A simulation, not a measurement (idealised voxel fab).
process module | voxel tone inversion
cross-section cut | 245 nm wide | cells 5 nm
A cross-section is a grid of square cells, given in bands from the top down. A band is one or more rows of cells.
Each band's line starts with the height of the band's top and of its bottom, in nm. Then come its materials from left to right, each with its width in nm. One material with "throughout" fills the band from edge to edge. "air" is empty space.
Height 0 is the level under which the wafer as received is all one material. The lowest band goes on downwards, as in "0 down".
A width such as "30 to 40" changes by the same amount from each row of cells to the next, from the band's top row to its bottom row.
"no change" after a step means that no cell of the cross-section changed.
closed voids: empty space of 8 cells or more with no open way to the top, each as width x height at its distance from the left edge, in nm
after a step's settings: what the simulator itself notes on the step
overlay nm, on a step with a mask: how far to the right of its planned place the mask lay; to the left if negative
plan
1 op RECEIVE | material Si
2 op CONFORMAL_DEP | material SiN | thk nm 10
3 op DIRECTIONAL_DEP | material polySi | thk nm 5
4 op PATTERN | tone cover | mask id POSTS | material resist | width nm 20 | pitch nm 45 | thk nm 20 | overlay nm 0
5 op DIRECTIONAL_ETCH | etch materials polySi | depth nm 15
6 op STRIP | etch materials resist
7 op FILL_DEP | material SiO2 | thk nm 10
8 op CMP | height nm 25
9 op STRIP | etch materials polySi
10 op CONFORMAL_DEP | material TiN | thk nm 5
11 op FILL_DEP | material Cu | thk nm 5
12 op CMP | height nm 25
13 op CONFORMAL_DEP | material SiCN | thk nm 5
varied across the wafers: thk nm of step 3. The plan shows the first wafer's value. All wafers start alike
first wafer as received, after step 1
  0 down: Si throughout
  closed voids: none
first wafer at the end, after step 13
  30 to 25: SiCN throughout
  25 to 15: SiO2 throughout
  15 to 10: SiO2 65 | polySi 20 | SiO2 25 | polySi 20 | SiO2 25 | polySi 20 | SiO2 70
  10 to 0: SiN throughout
  0 down: Si throughout
  closed voids: none
last wafer at the end
  30 to 25: SiCN throughout
  25 to 15: SiO2 65 | TiN 5 | Cu 10 | TiN 5 | SiO2 25 | TiN 5 | Cu 10 | TiN 5 | SiO2 25 | TiN 5 | Cu 10 | TiN 5 | SiO2 70
  15 to 10: SiO2 65 | TiN 20 | SiO2 25 | TiN 20 | SiO2 25 | TiN 20 | SiO2 70
  10 to 0: SiN throughout
  0 down: Si throughout
  closed voids: none
each wafer at the end: cells of each material gained (+) or lost (-) since it was received, then its closed voids
thk nm 5 | +49 SiCN | +98 SiN | +135 SiO2 | +12 polySi | closed voids: none
thk nm 10 | +49 SiCN | +98 SiN | +123 SiO2 | +24 polySi | closed voids: none
thk nm 15 | +12 Cu | +49 SiCN | +98 SiN | +111 SiO2 | +24 TiN | closed voids: none
